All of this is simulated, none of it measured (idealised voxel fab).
process module | voxel capacitor over wiring
cross-section cut | 195 nm wide | cells 5 nm
A cross-section is a grid of square cells, given in bands from the top down. A band is one or more rows of cells.
Each band's line starts with the height of the band's top and of its bottom, in nm. Then come its materials from left to right, each with its width in nm. One material with "throughout" fills the band from edge to edge. "air" is empty space.
Height 0 is the level under which the wafer as received is all one material. The lowest band goes on downwards, as in "0 down".
A width such as "30 to 40" changes by the same amount from each row of cells to the next, from the band's top row to its bottom row.
"no change" after a step means that no cell of the cross-section changed.
closed voids: empty space of 8 cells or more with no open way to the top, each as width x height at its distance from the left edge, in nm
after a step's settings: what the simulator itself notes on the step
overlay nm, on a step with a mask: how far to the right of its planned place the mask lay; to the left if negative
plan
1 op RECEIVE | material Si
2 op CONFORMAL_DEP | material SiO2 | thk nm 10
3 op DIRECTIONAL_DEP | material TiN | thk nm 5
4 op DIRECTIONAL_DEP | material W | thk nm 25
5 op PATTERN | tone cover | mask id METAL_1 | material resist | width nm 25 | pitch nm 90 | thk nm 15 | overlay nm 0
6 op DIRECTIONAL_ETCH | etch materials W | depth nm 25
7 op DIRECTIONAL_ETCH | etch materials TiN | depth nm 5
8 op STRIP | etch materials resist
9 op CONFORMAL_DEP | material SiN | thk nm 5
10 op FILL_DEP | material SiO2 | thk nm 5
11 op CMP | height nm 40
12 op CONFORMAL_DEP | material SiCN | thk nm 5
13 op DIRECTIONAL_DEP | material SiO2 | thk nm 20
14 op DIRECTIONAL_DEP | material aC | thk nm 15
15 op PATTERN | tone open | mask id PLUG_1 | material resist | width nm 15 | thk nm 35 | overlay nm 0
16 op DIRECTIONAL_ETCH | etch materials aC | depth nm 15
17 op STRIP | etch materials resist
18 op DIRECTIONAL_ETCH | etch materials SiO2 | depth nm 20
19 op DIRECTIONAL_ETCH | etch materials SiCN | depth nm 5
20 op STRIP | etch materials aC
21 op EPI | material Ru | thk nm 10
22 op EPI | material Ru | thk nm 10
23 op EPI | material Ru | thk nm 5
24 op DIRECTIONAL_DEP | material TiN | thk nm 5
25 op DIRECTIONAL_DEP | material Al2O3 | thk nm 5
26 op DIRECTIONAL_DEP | material TiN | thk nm 10
27 op MASKED_ETCH | tone cover | mask id UPPER_PLATE | width nm 70 | etch materials TiN | depth nm 10 | overlay nm 0
28 op MASKED_ETCH | tone cover | mask id UPPER_PLATE | width nm 70 | etch materials Al2O3 | depth nm 5 | overlay nm 0
29 op MASKED_ETCH | tone cover | mask id LOWER_PLATE | width nm 80 | etch materials TiN | depth nm 5 | overlay nm 0
30 op FILL_DEP | material SiO2 | thk nm 20
31 op CMP | height nm 100
32 op MASKED_ETCH | tone open | mask id PLUG_2 | width nm 15 | etch materials SiO2 | depth nm 15 | overlay nm 0
33 op CONFORMAL_DEP | material TiN | thk nm 5
34 op FILL_DEP | material Ru | thk nm 5
35 op CMP | height nm 100
36 op CONFORMAL_DEP | material SiCN | thk nm 5
first wafer, as planned
as received, after step 1
  0 down: Si throughout
  closed voids: none
after step 2
  10 to 0: SiO2 throughout
  below 0: unchanged
after step 3
  15 to 10: TiN throughout
  below 10: unchanged
after step 4
  40 to 15: W throughout
  below 15: unchanged
after step 5
  55 to 40: air 40 | resist 25 | air 65 | resist 25 | air 40
  below 40: unchanged
after step 6
  55 to 40: air 40 | resist 25 | air 65 | resist 25 | air 40
  40 to 15: air 40 | W 25 | air 65 | W 25 | air 40
  below 15: unchanged
after step 7
  55 to 40: air 40 | resist 25 | air 65 | resist 25 | air 40
  40 to 15: air 40 | W 25 | air 65 | W 25 | air 40
  15 to 10: air 40 | TiN 25 | air 65 | TiN 25 | air 40
  below 10: unchanged
after step 8
  40 to 15: air 40 | W 25 | air 65 | W 25 | air 40
  below 15: unchanged
after step 9
  45 to 40: air 35 | SiN 35 | air 55 | SiN 35 | air 35
  40 to 15: air 35 | SiN 5 | W 25 | SiN 5 | air 55 | SiN 5 | W 25 | SiN 5 | air 35
  15 to 10: SiN 40 | TiN 25 | SiN 65 | TiN 25 | SiN 40
  below 10: unchanged
after step 10
  50 to 45: SiO2 throughout
  45 to 40: SiO2 35 | SiN 35 | SiO2 55 | SiN 35 | SiO2 35
  40 to 15: SiO2 35 | SiN 5 | W 25 | SiN 5 | SiO2 55 | SiN 5 | W 25 | SiN 5 | SiO2 35
  below 15: unchanged
after step 11
  40 to 15: SiO2 35 | SiN 5 | W 25 | SiN 5 | SiO2 55 | SiN 5 | W 25 | SiN 5 | SiO2 35
  below 15: unchanged
after step 12
  45 to 40: SiCN throughout
  below 40: unchanged
after step 13
  65 to 45: SiO2 throughout
  below 45: unchanged
after step 14
  80 to 65: aC throughout
  below 65: unchanged
after step 15
  115 to 80: resist 50 | air 15 | resist 130
  below 80: unchanged
after step 16
  100 to 80: resist 50 | air 15 | resist 130
  80 to 65: aC 50 | air 15 | aC 130
  below 65: unchanged
after step 17
  80 to 65: aC 50 | air 15 | aC 130
  below 65: unchanged
after step 18
  80 to 65: aC 50 | air 15 | aC 130
  65 to 45: SiO2 50 | air 15 | SiO2 130
  below 45: unchanged
after step 19
  80 to 65: aC 50 | air 15 | aC 130
  65 to 45: SiO2 50 | air 15 | SiO2 130
  45 to 40: SiCN 50 | air 15 | SiCN 130
  below 40: unchanged
after step 20
  65 to 45: SiO2 50 | air 15 | SiO2 130
  below 45: unchanged
after step 21
  65 to 50: SiO2 50 | air 15 | SiO2 130
  50 to 45: SiO2 50 | Ru 15 | SiO2 130
  45 to 40: SiCN 50 | Ru 15 | SiCN 130
  below 40: unchanged
after step 22
  65 to 60: SiO2 50 | air 15 | SiO2 130
  60 to 45: SiO2 50 | Ru 15 | SiO2 130
  below 45: unchanged
after step 23
  65 to 45: SiO2 50 | Ru 15 | SiO2 130
  below 45: unchanged
after step 24
  70 to 65: TiN throughout
  below 65: unchanged
after step 25
  75 to 70: Al2O3 throughout
  below 70: unchanged
after step 26
  85 to 75: TiN throughout
  below 75: unchanged
after step 27
  85 to 75: air 50 | TiN 70 | air 75
  below 75: unchanged
after step 28
  85 to 75: air 50 | TiN 70 | air 75
  75 to 70: air 50 | Al2O3 70 | air 75
  below 70: unchanged
after step 29
  85 to 75: air 50 | TiN 70 | air 75
  75 to 70: air 50 | Al2O3 70 | air 75
  70 to 65: air 45 | TiN 80 | air 70
  below 65: unchanged
after step 30
  105 to 85: SiO2 throughout
  85 to 75: SiO2 50 | TiN 70 | SiO2 75
  75 to 70: SiO2 50 | Al2O3 70 | SiO2 75
  70 to 65: SiO2 45 | TiN 80 | SiO2 70
  below 65: unchanged
after step 31
  100 to 85: SiO2 throughout
  below 85: unchanged
after step 32
  100 to 85: SiO2 60 | air 15 | SiO2 120
  below 85: unchanged
after step 33
  105 to 100: TiN 65 | air 5 | TiN 125
  100 to 90: SiO2 60 | TiN 5 | air 5 | TiN 5 | SiO2 120
  90 to 85: SiO2 60 | TiN 15 | SiO2 120
  below 85: unchanged
after step 34
  110 to 105: Ru throughout
  105 to 100: TiN 65 | Ru 5 | TiN 125
  100 to 90: SiO2 60 | TiN 5 | Ru 5 | TiN 5 | SiO2 120
  below 90: unchanged
after step 35
  100 to 90: SiO2 60 | TiN 5 | Ru 5 | TiN 5 | SiO2 120
  below 90: unchanged
after step 36
  105 to 100: SiCN throughout
  below 100: unchanged
second wafer: like start, like plan, one mistake. Through step 4 it matches the first wafer
when step 5 should have ended
  55 to 40: resist 40 | air 25 | resist 65 | air 25 | resist 40
  below 40: unchanged
when step 6 should have ended
  55 to 40: resist 40 | air 25 | resist 65 | air 25 | resist 40
  40 to 15: W 40 | air 25 | W 65 | air 25 | W 40
  below 15: unchanged
when step 7 should have ended
  55 to 40: resist 40 | air 25 | resist 65 | air 25 | resist 40
  40 to 15: W 40 | air 25 | W 65 | air 25 | W 40
  15 to 10: TiN 40 | air 25 | TiN 65 | air 25 | TiN 40
  below 10: unchanged
when step 8 should have ended
  40 to 15: W 40 | air 25 | W 65 | air 25 | W 40
  below 15: unchanged
when step 9 should have ended
  45 to 40: SiN 45 | air 15 | SiN 75 | air 15 | SiN 45
  40 to 15: W 40 | SiN 5 | air 15 | SiN 5 | W 65 | SiN 5 | air 15 | SiN 5 | W 40
  15 to 10: TiN 40 | SiN 25 | TiN 65 | SiN 25 | TiN 40
  below 10: unchanged
when step 10 should have ended
  50 to 45: SiO2 throughout
  45 to 40: SiN 45 | SiO2 15 | SiN 75 | SiO2 15 | SiN 45
  40 to 15: W 40 | SiN 5 | SiO2 15 | SiN 5 | W 65 | SiN 5 | SiO2 15 | SiN 5 | W 40
  below 15: unchanged
when step 11 should have ended
  40 to 15: W 40 | SiN 5 | SiO2 15 | SiN 5 | W 65 | SiN 5 | SiO2 15 | SiN 5 | W 40
  below 15: unchanged
when step 12 should have ended
  45 to 40: SiCN throughout
  below 40: unchanged
when step 13 should have ended
  65 to 45: SiO2 throughout
  below 45: unchanged
when step 14 should have ended
  80 to 65: aC throughout
  below 65: unchanged
when step 15 should have ended
  115 to 80: resist 50 | air 15 | resist 130
  below 80: unchanged
when step 16 should have ended
  100 to 80: resist 50 | air 15 | resist 130
  80 to 65: aC 50 | air 15 | aC 130
  below 65: unchanged
when step 17 should have ended
  80 to 65: aC 50 | air 15 | aC 130
  below 65: unchanged
when step 18 should have ended
  80 to 65: aC 50 | air 15 | aC 130
  65 to 45: SiO2 50 | air 15 | SiO2 130
  below 45: unchanged
when step 19 should have ended
  80 to 65: aC 50 | air 15 | aC 130
  65 to 45: SiO2 50 | air 15 | SiO2 130
  45 to 40: SiCN 50 | air 15 | SiCN 130
  below 40: unchanged
when step 20 should have ended
  65 to 45: SiO2 50 | air 15 | SiO2 130
  below 45: unchanged
when step 21 should have ended: no change
when step 22 should have ended: no change
when step 23 should have ended: no change
when step 24 should have ended
  70 to 65: TiN 50 | air 15 | TiN 130
  65 to 45: SiO2 50 | air 15 | SiO2 130
  45 to 40: SiCN 50 | TiN 15 | SiCN 130
  below 40: unchanged
when step 25 should have ended
  75 to 70: Al2O3 50 | air 15 | Al2O3 130
  70 to 65: TiN 50 | air 15 | TiN 130
  65 to 50: SiO2 50 | air 15 | SiO2 130
  50 to 45: SiO2 50 | Al2O3 15 | SiO2 130
  below 45: unchanged
when step 26 should have ended
  85 to 75: TiN 50 | air 15 | TiN 130
  75 to 70: Al2O3 50 | air 15 | Al2O3 130
  70 to 65: TiN 50 | air 15 | TiN 130
  65 to 60: SiO2 50 | air 15 | SiO2 130
  60 to 50: SiO2 50 | TiN 15 | SiO2 130
  below 50: unchanged
when step 27 should have ended
  85 to 75: air 65 | TiN 55 | air 75
  below 75: unchanged
when step 28 should have ended
  85 to 75: air 65 | TiN 55 | air 75
  75 to 70: air 65 | Al2O3 55 | air 75
  below 70: unchanged
when step 29 should have ended
  85 to 75: air 65 | TiN 55 | air 75
  75 to 70: air 65 | Al2O3 55 | air 75
  70 to 65: air 45 | TiN 5 | air 15 | TiN 60 | air 70
  below 65: unchanged
when step 30 should have ended
  105 to 85: SiO2 throughout
  85 to 75: SiO2 65 | TiN 55 | SiO2 75
  75 to 70: SiO2 65 | Al2O3 55 | SiO2 75
  70 to 65: SiO2 45 | TiN 5 | SiO2 15 | TiN 60 | SiO2 70
  65 to 60: SiO2 throughout
  below 60: unchanged
when step 31 should have ended
  100 to 85: SiO2 throughout
  below 85: unchanged
when step 32 should have ended
  100 to 85: SiO2 60 | air 15 | SiO2 120
  below 85: unchanged
when step 33 should have ended
  105 to 100: TiN 65 | air 5 | TiN 125
  100 to 90: SiO2 60 | TiN 5 | air 5 | TiN 5 | SiO2 120
  90 to 85: SiO2 60 | TiN 15 | SiO2 120
  below 85: unchanged
when step 34 should have ended
  110 to 105: Ru throughout
  105 to 100: TiN 65 | Ru 5 | TiN 125
  100 to 90: SiO2 60 | TiN 5 | Ru 5 | TiN 5 | SiO2 120
  below 90: unchanged
when step 35 should have ended
  100 to 90: SiO2 60 | TiN 5 | Ru 5 | TiN 5 | SiO2 120
  below 90: unchanged
when step 36 should have ended
  105 to 100: SiCN throughout
  below 100: unchanged
what went wrong: step 5 ran as: op PATTERN | tone open | mask id METAL_1 | material resist | width nm 25 | pitch nm 90 | thk nm 15 | overlay nm 0
at the end the second wafer has, in cells: 15 fewer of Ru | 19 fewer of SiN | 80 fewer of SiO2 | 19 more of TiN | 95 more of W
